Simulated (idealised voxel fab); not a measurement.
Herein follows the process module entitled voxel capacitor over wiring.
Xsec cut, 260 nm wide, square cell size 5 nm.
We lay out every cross-section as a grid of square cells and spell it out in bands from the top down, where one band means one or more rows of cells. It is stipulated that each band's entry specify, in nanometres, the height of the top of the band and then that of its bottom, followed by the materials of the band in left-to-right sequence, each together with its width in nanometres. A single material marked by the word "everywhere" is understood to fill the band from edge to edge; the word "blank" is understood to denote empty space. Heads up on the height convention: 0 is the point under which the incoming wafer is all one material, and the lowest band has no bottom, it just keeps going down, like "0 -> down". The expression "30 to 40" gives the width at the extremes of the band, the first number at its top row of cells and the second at its bottom row, with the width changing by equal amounts from each row to the next in between. Where a step carries "left unchanged", the cross-section came out of it unchanged, cell for cell. Heads up: "Catalogued sealed voids" only lists the empty pockets with no open path to the top that are 8 cells or more, and it writes them as width x height at distance, distance from the left edge, in nm. On a step's line, text after the settings is the simulator commenting on that step. "overlay nm" on a masked step: distance the mask lay right of its planned place, negative for left. Everything after this point is organized in pairs: a cross-section before one process step, a cross-section after it that shows only as deep as the lowest changed band, and, under the pair, the intervening step with its settings. Because different runs of this module on the same starting wafer can supply different pairs, a pair continues from the pair above it only if its entry headed "Before processing" says so.

Before processing:
	115 -> 80  blank=80, resist=75, blank=105
	80 -> 70  blank=80, resist=5, aC=65, resist=5, blank=105
	70 -> 65  aC everywhere
	65 -> 60  aC=85, TiN=65, aC=110
	60 -> 55  aC=85, HfO2=65, aC=110
	55 -> 45  TiN everywhere
	45 -> 35  SiO2=80, Ru=25, SiO2=155
	35 -> 30  SiCN=85, Ru=15, SiCN=160
	30 -> 15  lowk=70, TiN=5, Cu=20, TiN=5, lowk=60, TiN=5, Cu=20, TiN=5, lowk=70
	15 -> 10  SiN=70, TiN=30, SiN=60, TiN=30, SiN=70
	10 -> 0  SiO2 everywhere
	0 -> down  Si everywhere
	Catalogued sealed voids: none

State After Step:
	100 -> 80  blank=80, resist=75, blank=105
	80 -> 70  blank=80, resist=5, aC=65, resist=5, blank=105
	70 -> 65  blank=80, aC=75, blank=105
	65 -> 60  blank=80, aC=5, TiN=65, aC=5, blank=105
	60 -> 55  blank=80, aC=5, HfO2=65, aC=5, blank=105
	Whatever lies below 55 is exactly as it was before.
	Catalogued sealed voids: none
What was done to get from the before section above to the after section? DIRECTIONAL_ETCH [etch materials aC] [depth nm 15]

Before processing: This step starts from the configuration shown after the step in the pair immediately above.

State After Step:
	80 -> 70  blank=85, aC=65, blank=110
	Whatever lies below 70 is exactly as it was before.
	Catalogued sealed voids: none
What was done to get from the before section above to the after section? STRIP [etch materials resist]

Before processing: This step starts from the configuration shown after the step in the pair immediately above.

State After Step:
	80 -> 70  blank=85, aC=65, blank=110
	70 -> 65  blank=80, aC=75, blank=105
	65 -> 60  blank=80, aC=5, TiN=65, aC=5, blank=105
	60 -> 55  blank=80, aC=5, HfO2=65, aC=5, blank=105
	55 -> 45  blank=80, TiN=75, blank=105
	Whatever lies below 45 is exactly as it was before.
	Catalogued sealed voids: none
What was done to get from the before section above to the after section? DIRECTIONAL_ETCH [etch materials TiN] [depth nm 10]

Before processing: This step starts from the configuration shown after the step in the pair immediately above.

State After Step:
	65 -> 60  blank=85, TiN=65, blank=110
	60 -> 55  blank=85, HfO2=65, blank=110
	Whatever lies below 55 is exactly as it was before.
	Catalogued sealed voids: none
What was done to get from the before section above to the after section? STRIP [etch materials aC]

Before processing: This step starts from the configuration shown after the step in the pair immediately above.

State After Step:
	80 -> 65  SiO2 everywhere
	65 -> 60  SiO2=85, TiN=65, SiO2=110
	60 -> 55  SiO2=85, HfO2=65, SiO2=110
	55 -> 45  SiO2=80, TiN=75, SiO2=105
	Whatever lies below 45 is exactly as it was before.
	Catalogued sealed voids: none
What was done to get from the before section above to the after section? FILL_DEP [material SiO2] [thk nm 15]

Before processing: This step starts from the configuration shown after the step in the pair immediately above.

State After Step:
	75 -> 65  SiO2 everywhere
	Whatever lies below 65 is exactly as it was before.
	Catalogued sealed voids: none
What was done to get from the before section above to the after section? CMP [height nm 75]

Before processing: This step starts from the configuration shown after the step in the pair immediately above.

State After Step:
	90 -> 75  resist=95, blank=15, resist=150
	Whatever lies below 75 is exactly as it was before.
	Catalogued sealed voids: none
What was done to get from the before section above to the after section? PATTERN [tone open] [mask id PLUG_2] [material resist] [width nm 15] [thk nm 15] [overlay nm 0]

Before processing: This step starts from the configuration shown after the step in the pair immediately above.

State After Step:
	90 -> 75  resist=95, blank=15, resist=150
	75 -> 65  SiO2=95, blank=15, SiO2=150
	Whatever lies below 65 is exactly as it was before.
	Catalogued sealed voids: none
What was done to get from the before section above to the after section? DIRECTIONAL_ETCH [etch materials SiO2] [depth nm 10]

Before processing: This step starts from the configuration shown after the step in the pair immediately above.

State After Step:
	75 -> 65  SiO2=95, blank=15, SiO2=150
	Whatever lies below 65 is exactly as it was before.
	Catalogued sealed voids: none
What was done to get from the before section above to the after section? STRIP [etch materials resist]

Before processing: This step starts from the configuration shown after the step in the pair immediately above.

State After Step:
	80 -> 75  TiN=100, blank=5, TiN=155
	75 -> 70  SiO2=95, TiN=5, blank=5, TiN=5, SiO2=150
	70 -> 60  SiO2=95 to 85, TiN=15 to 65, SiO2=150 to 110
	Whatever lies below 60 is exactly as it was before.
	Catalogued sealed voids: none
What was done to get from the before section above to the after section? CONFORMAL_DEP [material TiN] [thk nm 5]

Before processing: This step starts from the configuration shown after the step in the pair immediately above.

State After Step:
	90 -> 80  Cu everywhere
	80 -> 75  TiN=100, Cu=5, TiN=155
	75 -> 70  SiO2=95, TiN=5, Cu=5, TiN=5, SiO2=150
	Whatever lies below 70 is exactly as it was before.
	Catalogued sealed voids: none
What was done to get from the before section above to the after section? FILL_DEP [material Cu] [thk nm 10]

Before processing: This step starts from the configuration shown after the step in the pair immediately above.

State After Step:
	75 -> 70  SiO2=95, TiN=5, Cu=5, TiN=5, SiO2=150
	Whatever lies below 70 is exactly as it was before.
	Catalogued sealed voids: none
What was done to get from the before section above to the after section? CMP [height nm 75]

Before processing: This step starts from the configuration shown after the step in the pair immediately above.

State After Step:
	80 -> 75  SiN everywhere
	Whatever lies below 75 is exactly as it was before.
	Catalogued sealed voids: none
What was done to get from the before section above to the after section? CONFORMAL_DEP [material SiN] [thk nm 5]

Before processing:
	65 -> 60  TiN everywhere
	60 -> 55  HfO2 everywhere
	55 -> 45  TiN everywhere
	45 -> 35  SiO2=85, Ru=15, SiO2=160
	35 -> 30  SiCN=85, Ru=15, SiCN=160
	30 -> 15  lowk=70, TiN=5, Cu=20, TiN=5, lowk=60, TiN=5, Cu=20, TiN=5, lowk=70
	15 -> 10  SiN=70, TiN=30, SiN=60, TiN=30, SiN=70
	10 -> 0  SiO2 everywhere
	0 -> down  Si everywhere
	Catalogued sealed voids: none

State After Step:
	80 -> 65  blank=90, resist=65, blank=105
	Whatever lies below 65 is exactly as it was before.
	Catalogued sealed voids: none
What was done to get from the before section above to the after section? PATTERN [tone cover] [mask id UPPER_PLATE] [material resist] [width nm 65] [thk nm 15] [overlay nm 5]

Before processing: This step starts from the configuration shown after the step in the pair immediately above.

State After Step:
	80 -> 65  blank=90, resist=65, blank=105
	65 -> 60  blank=90, TiN=65, blank=105
	Whatever lies below 60 is exactly as it was before.
	Catalogued sealed voids: none
What was done to get from the before section above to the after section? DIRECTIONAL_ETCH [etch materials TiN] [depth nm 5]

Before processing: This step starts from the configuration shown after the step in the pair immediately above.

State After Step:
	80 -> 65  blank=90, resist=65, blank=105
	65 -> 60  blank=90, TiN=65, blank=105
	60 -> 55  blank=90, HfO2=65, blank=105
	Whatever lies below 55 is exactly as it was before.
	Catalogued sealed voids: none
What was done to get from the before section above to the after section? DIRECTIONAL_ETCH [etch materials HfO2] [depth nm 5]

Before processing: This step starts from the configuration shown after the step in the pair immediately above.

State After Step:
	65 -> 60  blank=90, TiN=65, blank=105
	Whatever lies below 60 is exactly as it was before.
	Catalogued sealed voids: none
What was done to get from the before section above to the after section? STRIP [etch materials resist]

Before processing: This step starts from the configuration shown after the step in the pair immediately above.

State After Step:
	80 -> 70  blank=90, aC=65, blank=105
	70 -> 65  aC everywhere
	65 -> 60  aC=90, TiN=65, aC=105
	60 -> 55  aC=90, HfO2=65, aC=105
	Whatever lies below 55 is exactly as it was before.
	Catalogued sealed voids: none
What was done to get from the before section above to the after section? DIRECTIONAL_DEP [material aC] [thk nm 15]

Before processing: This step starts from the configuration shown after the step in the pair immediately above.

State After Step:
	115 -> 80  blank=80, resist=75, blank=105
	80 -> 70  blank=80, resist=10, aC=65, blank=105
	Whatever lies below 70 is exactly as it was before.
	Catalogued sealed voids: none
What was done to get from the before section above to the after section? PATTERN [tone cover] [mask id LOWER_PLATE] [material resist] [width nm 75] [thk nm 35] [overlay nm 0]

Before processing: This step starts from the configuration shown after the step in the pair immediately above.

State After Step:
	100 -> 80  blank=80, resist=75, blank=105
	80 -> 70  blank=80, resist=10, aC=65, blank=105
	70 -> 65  blank=80, aC=75, blank=105
	65 -> 60  blank=80, aC=10, TiN=65, blank=105
	60 -> 55  blank=80, aC=10, HfO2=65, blank=105
	Whatever lies below 55 is exactly as it was before.
	Catalogued sealed voids: none
What was done to get from the before section above to the after section? DIRECTIONAL_ETCH [etch materials aC] [depth nm 15]

Before processing: This step starts from the configuration shown after the step in the pair immediately above.

State After Step:
	80 -> 70  blank=90, aC=65, blank=105
	Whatever lies below 70 is exactly as it was before.
	Catalogued sealed voids: none
What was done to get from the before section above to the after section? STRIP [etch materials resist]

Before processing: This step starts from the configuration shown after the step in the pair immediately above.

State After Step:
	80 -> 70  blank=90, aC=65, blank=105
	70 -> 65  blank=80, aC=75, blank=105
	65 -> 60  blank=80, aC=10, TiN=65, blank=105
	60 -> 55  blank=80, aC=10, HfO2=65, blank=105
	55 -> 45  blank=80, TiN=75, blank=105
	Whatever lies below 45 is exactly as it was before.
	Catalogued sealed voids: none
What was done to get from the before section above to the after section? DIRECTIONAL_ETCH [etch materials TiN] [depth nm 10]

Before processing: This step starts from the configuration shown after the step in the pair immediately above.

State After Step:
	65 -> 60  blank=90, TiN=65, blank=105
	60 -> 55  blank=90, HfO2=65, blank=105
	Whatever lies below 55 is exactly as it was before.
	Catalogued sealed voids: none
What was done to get from the before section above to the after section? STRIP [etch materials aC]

Before processing: This step starts from the configuration shown after the step in the pair immediately above.

State After Step:
	80 -> 65  SiO2 everywhere
	65 -> 60  SiO2=90, TiN=65, SiO2=105
	60 -> 55  SiO2=90, HfO2=65, SiO2=105
	55 -> 45  SiO2=80, TiN=75, SiO2=105
	Whatever lies below 45 is exactly as it was before.
	Catalogued sealed voids: none
What was done to get from the before section above to the after section? FILL_DEP [material SiO2] [thk nm 15]

Before processing: This step starts from the configuration shown after the step in the pair immediately above.

State After Step:
	75 -> 65  SiO2 everywhere
	Whatever lies below 65 is exactly as it was before.
	Catalogued sealed voids: none
What was done to get from the before section above to the after section? CMP [height nm 75]

Before processing: This step starts from the configuration shown after the step in the pair immediately above.

State After Step:
	90 -> 75  resist=95, blank=15, resist=150
	Whatever lies below 75 is exactly as it was before.
	Catalogued sealed voids: none
What was done to get from the before section above to the after section? PATTERN [tone open] [mask id PLUG_2] [material resist] [width nm 15] [thk nm 15] [overlay nm 0]

Before processing: This step starts from the configuration shown after the step in the pair immediately above.

State After Step:
	90 -> 75  resist=95, blank=15, resist=150
	75 -> 65  SiO2=95, blank=15, SiO2=150
	Whatever lies below 65 is exactly as it was before.
	Catalogued sealed voids: none
What was done to get from the before section above to the after section? DIRECTIONAL_ETCH [etch materials SiO2] [depth nm 10]

Before processing: This step starts from the configuration shown after the step in the pair immediately above.

State After Step:
	75 -> 65  SiO2=95, blank=15, SiO2=150
	Whatever lies below 65 is exactly as it was before.
	Catalogued sealed voids: none
What was done to get from the before section above to the after section? STRIP [etch materials resist]

Before processing: This step starts from the configuration shown after the step in the pair immediately above.

State After Step:
	80 -> 75  TiN=100, blank=5, TiN=155
	75 -> 70  SiO2=95, TiN=5, blank=5, TiN=5, SiO2=150
	70 -> 60  SiO2=95 to 90, TiN=15 to 65, SiO2=150 to 105
	Whatever lies below 60 is exactly as it was before.
	Catalogued sealed voids: none
What was done to get from the before section above to the after section? CONFORMAL_DEP [material TiN] [thk nm 5]

Before processing: This step starts from the configuration shown after the step in the pair immediately above.

State After Step:
	90 -> 80  Cu everywhere
	80 -> 75  TiN=100, Cu=5, TiN=155
	75 -> 70  SiO2=95, TiN=5, Cu=5, TiN=5, SiO2=150
	Whatever lies below 70 is exactly as it was before.
	Catalogued sealed voids: none
What was done to get from the before section above to the after section? FILL_DEP [material Cu] [thk nm 10]

Before processing: This step starts from the configuration shown after the step in the pair immediately above.

State After Step:
	75 -> 70  SiO2=95, TiN=5, Cu=5, TiN=5, SiO2=150
	Whatever lies below 70 is exactly as it was before.
	Catalogued sealed voids: none
What was done to get from the before section above to the after section? CMP [height nm 75]

Before processing: This step starts from the configuration shown after the step in the pair immediately above.

State After Step:
	80 -> 75  SiN everywhere
	Whatever lies below 75 is exactly as it was before.
	Catalogued sealed voids: none
What was done to get from the before section above to the after section? CONFORMAL_DEP [material SiN] [thk nm 5]

Before processing:
	10 -> 0  SiO2 everywhere
	0 -> down  Si everywhere
	Catalogued sealed voids: none

State After Step:
	15 -> 10  TiN everywhere
	Whatever lies below 10 is exactly as it was before.
	Catalogued sealed voids: none
What was done to get from the before section above to the after section? CONFORMAL_DEP [material TiN] [thk nm 5]

Before processing: This step starts from the configuration shown after the step in the pair immediately above.

State After Step:
	30 -> 15  lowk everywhere
	Whatever lies below 15 is exactly as it was before.
	Catalogued sealed voids: none
What was done to get from the before section above to the after section? DIRECTIONAL_DEP [material lowk] [thk nm 15]

Before processing: This step starts from the configuration shown after the step in the pair immediately above.

State After Step:
	45 -> 30  resist=70, blank=30, resist=60, blank=30, resist=70
	Whatever lies below 30 is exactly as it was before.
	Catalogued sealed voids: none
What was done to get from the before section above to the after section? PATTERN [tone open] [mask id METAL_1] [material resist] [width nm 30] [pitch nm 90] [thk nm 15] [overlay nm 0]

Before processing: This step starts from the configuration shown after the step in the pair immediately above.

State After Step:
	45 -> 30  resist=70, blank=30, resist=60, blank=30, resist=70
	30 -> 15  lowk=70, blank=30, lowk=60, blank=30, lowk=70
	Whatever lies below 15 is exactly as it was before.
	Catalogued sealed voids: none
What was done to get from the before section above to the after section? DIRECTIONAL_ETCH [etch materials lowk] [depth nm 15]

Before processing: This step starts from the configuration shown after the step in the pair immediately above.

State After Step:
	30 -> 15  lowk=70, blank=30, lowk=60, blank=30, lowk=70
	Whatever lies below 15 is exactly as it was before.
	Catalogued sealed voids: none
What was done to get from the before section above to the after section? STRIP [etch materials resist]

Before processing: This step starts from the configuration shown after the step in the pair immediately above.

State After Step:
	35 -> 30  TiN=75, blank=20, TiN=70, blank=20, TiN=75
	30 -> 20  lowk=70, TiN=5, blank=20, TiN=5, lowk=60, TiN=5, blank=20, TiN=5, lowk=70
	20 -> 15  lowk=70, TiN=30, lowk=60, TiN=30, lowk=70
	Whatever lies below 15 is exactly as it was before.
	Catalogued sealed voids: none
What was done to get from the before section above to the after section? CONFORMAL_DEP [material TiN] [thk nm 5]

Before processing: This step starts from the configuration shown after the step in the pair immediately above.

State After Step:
	45 -> 35  Cu everywhere
	35 -> 30  TiN=75, Cu=20, TiN=70, Cu=20, TiN=75
	30 -> 20  lowk=70, TiN=5, Cu=20, TiN=5, lowk=60, TiN=5, Cu=20, TiN=5, lowk=70
	Whatever lies below 20 is exactly as it was before.
	Catalogued sealed voids: none
What was done to get from the before section above to the after section? FILL_DEP [material Cu] [thk nm 10]

Before processing: This step starts from the configuration shown after the step in the pair immediately above.

State After Step:
	30 -> 20  lowk=70, TiN=5, Cu=20, TiN=5, lowk=60, TiN=5, Cu=20, TiN=5, lowk=70
	Whatever lies below 20 is exactly as it was before.
	Catalogued sealed voids: none
What was done to get from the before section above to the after section? CMP [height nm 30]

Before processing: This step starts from the configuration shown after the step in the pair immediately above.

State After Step:
	35 -> 30  SiCN everywhere
	Whatever lies below 30 is exactly as it was before.
	Catalogued sealed voids: none
What was done to get from the before section above to the after section? CONFORMAL_DEP [material SiCN] [thk nm 5]

Before processing: This step starts from the configuration shown after the step in the pair immediately above.

State After Step:
	45 -> 35  SiO2 everywhere
	Whatever lies below 35 is exactly as it was before.
	Catalogued sealed voids: none
What was done to get from the before section above to the after section? DIRECTIONAL_DEP [material SiO2] [thk nm 10]

Before processing: This step starts from the configuration shown after the step in the pair immediately above.

State After Step:
	45 -> 35  SiO2=85, blank=15, SiO2=160
	Whatever lies below 35 is exactly as it was before.
	Catalogued sealed voids: none
What was done to get from the before section above to the after section? MASKED_ETCH [tone open] [mask id PLUG_1] [width nm 15] [etch materials SiO2] [depth nm 10] [overlay nm 0]

Before processing: This step starts from the configuration shown after the step in the pair immediately above.

State After Step:
	45 -> 35  SiO2=85, blank=15, SiO2=160
	35 -> 30  SiCN=85, blank=15, SiCN=160
	Whatever lies below 30 is exactly as it was before.
	Catalogued sealed voids: none
What was done to get from the before section above to the after section? MASKED_ETCH [tone open] [mask id PLUG_1] [width nm 15] [etch materials SiCN] [depth nm 5] [overlay nm 0]

Before processing: This step starts from the configuration shown after the step in the pair immediately above.

State After Step:
	45 -> 40  SiO2=85, blank=15, SiO2=160
	40 -> 35  SiO2=85, Ru=15, SiO2=160
	35 -> 30  SiCN=85, Ru=15, SiCN=160
	Whatever lies below 30 is exactly as it was before.
	Catalogued sealed voids: none
What was done to get from the before section above to the after section? EPI [material Ru] [thk nm 10]

Before processing: This step starts from the configuration shown after the step in the pair immediately above.

State After Step:
	45 -> 35  SiO2=85, Ru=15, SiO2=160
	Whatever lies below 35 is exactly as it was before.
	Catalogued sealed voids: none
What was done to get from the before section above to the after section? EPI [material Ru] [thk nm 5]

Before processing: This step starts from the configuration shown after the step in the pair immediately above.

State After Step:
	55 -> 45  TiN everywhere
	Whatever lies below 45 is exactly as it was before.
	Catalogued sealed voids: none
What was done to get from the before section above to the after section? DIRECTIONAL_DEP [material TiN] [thk nm 10]

Before processing: This step starts from the configuration shown after the step in the pair immediately above.

State After Step:
	60 -> 55  HfO2 everywhere
	Whatever lies below 55 is exactly as it was before.
	Catalogued sealed voids: none
What was done to get from the before section above to the after section? DIRECTIONAL_DEP [material HfO2] [thk nm 5]

Before processing: This step starts from the configuration shown after the step in the pair immediately above.

State After Step:
	65 -> 60  TiN everywhere
	Whatever lies below 60 is exactly as it was before.
	Catalogued sealed voids: none
What was done to get from the before section above to the after section? DIRECTIONAL_DEP [material TiN] [thk nm 5]

Before processing: This step starts from the configuration shown after the step in the pair immediately above.

State After Step:
	80 -> 65  blank=85, resist=65, blank=110
	Whatever lies below 65 is exactly as it was before.
	Catalogued sealed voids: none
What was done to get from the before section above to the after section? PATTERN [tone cover] [mask id UPPER_PLATE] [material resist] [width nm 65] [thk nm 15] [overlay nm 0]

Before processing: This step starts from the configuration shown after the step in the pair immediately above.

State After Step:
	80 -> 65  blank=85, resist=65, blank=110
	65 -> 60  blank=85, TiN=65, blank=110
	Whatever lies below 60 is exactly as it was before.
	Catalogued sealed voids: none
What was done to get from the before section above to the after section? DIRECTIONAL_ETCH [etch materials TiN] [depth nm 5]

Before processing: This step starts from the configuration shown after the step in the pair immediately above.

State After Step:
	80 -> 65  blank=85, resist=65, blank=110
	65 -> 60  blank=85, TiN=65, blank=110
	60 -> 55  blank=85, HfO2=65, blank=110
	Whatever lies below 55 is exactly as it was before.
	Catalogued sealed voids: none
What was done to get from the before section above to the after section? DIRECTIONAL_ETCH [etch materials HfO2] [depth nm 5]

Before processing: This step starts from the configuration shown after the step in the pair immediately above.

State After Step:
	65 -> 60  blank=85, TiN=65, blank=110
	Whatever lies below 60 is exactly as it was before.
	Catalogued sealed voids: none
What was done to get from the before section above to the after section? STRIP [etch materials resist]

Before processing: This step starts from the configuration shown after the step in the pair immediately above.

State After Step:
	80 -> 70  blank=85, aC=65, blank=110
	70 -> 65  aC everywhere
	65 -> 60  aC=85, TiN=65, aC=110
	60 -> 55  aC=85, HfO2=65, aC=110
	Whatever lies below 55 is exactly as it was before.
	Catalogued sealed voids: none
What was done to get from the before section above to the after section? DIRECTIONAL_DEP [material aC] [thk nm 15]

Before processing: This step starts from the configuration shown after the step in the pair immediately above.

State After Step:
	115 -> 80  blank=80, resist=75, blank=105
	80 -> 70  blank=80, resist=5, aC=65, resist=5, blank=105
	Whatever lies below 70 is exactly as it was before.
	Catalogued sealed voids: none
What was done to get from the before section above to the after section? PATTERN [tone cover] [mask id LOWER_PLATE] [material resist] [width nm 75] [thk nm 35] [overlay nm 0]

Before processing: This step starts from the configuration shown after the step in the pair immediately above.

State After Step:
	100 -> 80  blank=80, resist=75, blank=105
	80 -> 70  blank=80, resist=5, aC=65, resist=5, blank=105
	70 -> 65  blank=80, aC=75, blank=105
	65 -> 60  blank=80, aC=5, TiN=65, aC=5, blank=105
	60 -> 55  blank=80, aC=5, HfO2=65, aC=5, blank=105
	Whatever lies below 55 is exactly as it was before.
	Catalogued sealed voids: none
What was done to get from the before section above to the after section? DIRECTIONAL_ETCH [etch materials aC] [depth nm 15]

Before processing: This step starts from the configuration shown after the step in the pair immediately above.

State After Step:
	80 -> 70  blank=85, aC=65, blank=110
	Whatever lies below 70 is exactly as it was before.
	Catalogued sealed voids: none
What was done to get from the before section above to the after section? STRIP [etch materials resist]

Before processing: This step starts from the configuration shown after the step in the pair immediately above.

State After Step:
	80 -> 70  blank=85, aC=65, blank=110
	70 -> 65  blank=80, aC=75, blank=105
	65 -> 60  blank=80, aC=5, TiN=65, aC=5, blank=105
	60 -> 55  blank=80, aC=5, HfO2=65, aC=5, blank=105
	55 -> 45  blank=80, TiN=75, blank=105
	Whatever lies below 45 is exactly as it was before.
	Catalogued sealed voids: none
What was done to get from the before section above to the after section? DIRECTIONAL_ETCH [etch materials TiN] [depth nm 10]

Before processing: This step starts from the configuration shown after the step in the pair immediately above.

State After Step:
	65 -> 60  blank=85, TiN=65, blank=110
	60 -> 55  blank=85, HfO2=65, blank=110
	Whatever lies below 55 is exactly as it was before.
	Catalogued sealed voids: none
What was done to get from the before section above to the after section? STRIP [etch materials aC]

Before processing: This step starts from the configuration shown after the step in the pair immediately above.

State After Step:
	80 -> 65  SiO2 everywhere
	65 -> 60  SiO2=85, TiN=65, SiO2=110
	60 -> 55  SiO2=85, HfO2=65, SiO2=110
	55 -> 45  SiO2=80, TiN=75, SiO2=105
	Whatever lies below 45 is exactly as it was before.
	Catalogued sealed voids: none
What was done to get from the before section above to the after section? FILL_DEP [material SiO2] [thk nm 15]

Before processing: This step starts from the configuration shown after the step in the pair immediately above.

State After Step:
	75 -> 65  SiO2 everywhere
	Whatever lies below 65 is exactly as it was before.
	Catalogued sealed voids: none
What was done to get from the before section above to the after section? CMP [height nm 75]

Before processing: This step starts from the configuration shown after the step in the pair immediately above.

State After Step:
	90 -> 75  resist=95, blank=15, resist=150
	Whatever lies below 75 is exactly as it was before.
	Catalogued sealed voids: none
What was done to get from the before section above to the after section? PATTERN [tone open] [mask id PLUG_2] [material resist] [width nm 15] [thk nm 15] [overlay nm 0]

Before processing: This step starts from the configuration shown after the step in the pair immediately above.

State After Step:
	90 -> 75  resist=95, blank=15, resist=150
	75 -> 65  SiO2=95, blank=15, SiO2=150
	Whatever lies below 65 is exactly as it was before.
	Catalogued sealed voids: none
What was done to get from the before section above to the after section? DIRECTIONAL_ETCH [etch materials SiO2] [depth nm 10]

Before processing: This step starts from the configuration shown after the step in the pair immediately above.

State After Step:
	75 -> 65  SiO2=95, blank=15, SiO2=150
	Whatever lies below 65 is exactly as it was before.
	Catalogued sealed voids: none
What was done to get from the before section above to the after section? STRIP [etch materials resist]

Before processing: This step starts from the configuration shown after the step in the pair immediately above.

State After Step:
	80 -> 75  TiN=100, blank=5, TiN=155
	75 -> 70  SiO2=95, TiN=5, blank=5, TiN=5, SiO2=150
	70 -> 60  SiO2=95 to 85, TiN=15 to 65, SiO2=150 to 110
	Whatever lies below 60 is exactly as it was before.
	Catalogued sealed voids: none
What was done to get from the before section above to the after section? CONFORMAL_DEP [material TiN] [thk nm 5]

Before processing: This step starts from the configuration shown after the step in the pair immediately above.

State After Step:
	90 -> 80  Cu everywhere
	80 -> 75  TiN=100, Cu=5, TiN=155
	75 -> 70  SiO2=95, TiN=5, Cu=5, TiN=5, SiO2=150
	Whatever lies below 70 is exactly as it was before.
	Catalogued sealed voids: none
What was done to get from the before section above to the after section? FILL_DEP [material Cu] [thk nm 10]

Before processing: This step starts from the configuration shown after the step in the pair immediately above.

State After Step:
	75 -> 70  SiO2=95, TiN=5, Cu=5, TiN=5, SiO2=150
	Whatever lies below 70 is exactly as it was before.
	Catalogued sealed voids: none
What was done to get from the before section above to the after section? CMP [height nm 75]

Before processing: This step starts from the configuration shown after the step in the pair immediately above.

State After Step:
	80 -> 75  SiN everywhere
	Whatever lies below 75 is exactly as it was before.
	Catalogued sealed voids: none
What was done to get from the before section above to the after section? CONFORMAL_DEP [material SiN] [thk nm 5]

Before processing:
	80 -> 70  blank=85, aC=65, blank=110
	70 -> 65  aC everywhere
	65 -> 60  aC=85, TiN=65, aC=110
	60 -> 55  aC=85, HfO2=65, aC=110
	55 -> 45  TiN everywhere
	45 -> 35  SiO2=85, Ru=15, SiO2=160
	35 -> 30  SiCN=85, Ru=15, SiCN=160
	30 -> 15  lowk=70, TiN=5, Cu=20, TiN=5, lowk=60, TiN=5, Cu=20, TiN=5, lowk=70
	15 -> 10  SiN=70, TiN=30, SiN=60, TiN=30, SiN=70
	10 -> 0  SiO2 everywhere
	0 -> down  Si everywhere
	Catalogued sealed voids: none

State After Step:
	115 -> 80  resist=80, blank=75, resist=105
	80 -> 70  resist=80, blank=5, aC=65, blank=5, resist=105
	Whatever lies below 70 is exactly as it was before.
	Catalogued sealed voids: none
What was done to get from the before section above to the after section? PATTERN [tone open] [mask id LOWER_PLATE] [material resist] [width nm 75] [thk nm 35] [overlay nm 0]

Before processing: This step starts from the configuration shown after the step in the pair immediately above.

State After Step:
	100 -> 70  resist=80, blank=75, resist=105
	70 -> 65  aC=80, blank=75, aC=105
	65 -> 60  aC=80, blank=5, TiN=65, blank=5, aC=105
	60 -> 55  aC=80, blank=5, HfO2=65, blank=5, aC=105
	Whatever lies below 55 is exactly as it was before.
	Catalogued sealed voids: none
What was done to get from the before section above to the after section? DIRECTIONAL_ETCH [etch materials aC] [depth nm 15]

Before processing: This step starts from the configuration shown after the step in the pair immediately above.

State After Step:
	70 -> 65  aC=80, blank=75, aC=105
	Whatever lies below 65 is exactly as it was before.
	Catalogued sealed voids: none
What was done to get from the before section above to the after section? STRIP [etch materials resist]

Before processing: This step starts from the configuration shown after the step in the pair immediately above.

State After Step:
	70 -> 60  aC=80, blank=75, aC=105
	60 -> 55  aC=80, blank=5, HfO2=65, blank=5, aC=105
	55 -> 45  TiN=80, blank=5, TiN=65, blank=5, TiN=105
	Whatever lies below 45 is exactly as it was before.
	Catalogued sealed voids: none
What was done to get from the before section above to the after section? DIRECTIONAL_ETCH [etch materials TiN] [depth nm 10]

Before processing: This step starts from the configuration shown after the step in the pair immediately above.

State After Step:
	60 -> 55  blank=85, HfO2=65, blank=110
	Whatever lies below 55 is exactly as it was before.
	Catalogued sealed voids: none
What was done to get from the before section above to the after section? STRIP [etch materials aC]

Before processing: This step starts from the configuration shown after the step in the pair immediately above.

State After Step:
	75 -> 60  SiO2 everywhere
	60 -> 55  SiO2=85, HfO2=65, SiO2=110
	55 -> 45  TiN=80, SiO2=5, TiN=65, SiO2=5, TiN=105
	Whatever lies below 45 is exactly as it was before.
	Catalogued sealed voids: none
What was done to get from the before section above to the after section? FILL_DEP [material SiO2] [thk nm 15]

Before processing: This step starts from the configuration shown after the step in the pair immediately above.

State After Step:
	90 -> 75  resist=95, blank=15, resist=150
	Whatever lies below 75 is exactly as it was before.
	Catalogued sealed voids: none
What was done to get from the before section above to the after section? PATTERN [tone open] [mask id PLUG_2] [material resist] [width nm 15] [thk nm 15] [overlay nm 0]

Before processing: This step starts from the configuration shown after the step in the pair immediately above.

State After Step:
	90 -> 75  resist=95, blank=15, resist=150
	75 -> 65  SiO2=95, blank=15, SiO2=150
	Whatever lies below 65 is exactly as it was before.
	Catalogued sealed voids: none
What was done to get from the before section above to the after section? DIRECTIONAL_ETCH [etch materials SiO2] [depth nm 10]

Before processing: This step starts from the configuration shown after the step in the pair immediately above.

State After Step:
	75 -> 65  SiO2=95, blank=15, SiO2=150
	Whatever lies below 65 is exactly as it was before.
	Catalogued sealed voids: none
What was done to get from the before section above to the after section? STRIP [etch materials resist]

Before processing: This step starts from the configuration shown after the step in the pair immediately above.

State After Step:
	80 -> 75  TiN=100, blank=5, TiN=155
	75 -> 70  SiO2=95, TiN=5, blank=5, TiN=5, SiO2=150
	70 -> 65  SiO2=95, TiN=15, SiO2=150
	Whatever lies below 65 is exactly as it was before.
	Catalogued sealed voids: none
What was done to get from the before section above to the after section? CONFORMAL_DEP [material TiN] [thk nm 5]

Before processing: This step starts from the configuration shown after the step in the pair immediately above.

State After Step:
	90 -> 80  Cu everywhere
	80 -> 75  TiN=100, Cu=5, TiN=155
	75 -> 70  SiO2=95, TiN=5, Cu=5, TiN=5, SiO2=150
	Whatever lies below 70 is exactly as it was before.
	Catalogued sealed voids: none
What was done to get from the before section above to the after section? FILL_DEP [material Cu] [thk nm 10]

Before processing: This step starts from the configuration shown after the step in the pair immediately above.

State After Step:
	75 -> 70  SiO2=95, TiN=5, Cu=5, TiN=5, SiO2=150
	Whatever lies below 70 is exactly as it was before.
	Catalogued sealed voids: none
What was done to get from the before section above to the after section? CMP [height nm 75]

Before processing: This step starts from the configuration shown after the step in the pair immediately above.

State After Step:
	80 -> 75  SiN everywhere
	Whatever lies below 75 is exactly as it was before.
	Catalogued sealed voids: none
What was done to get from the before section above to the after section? CONFORMAL_DEP [material SiN] [thk nm 5]
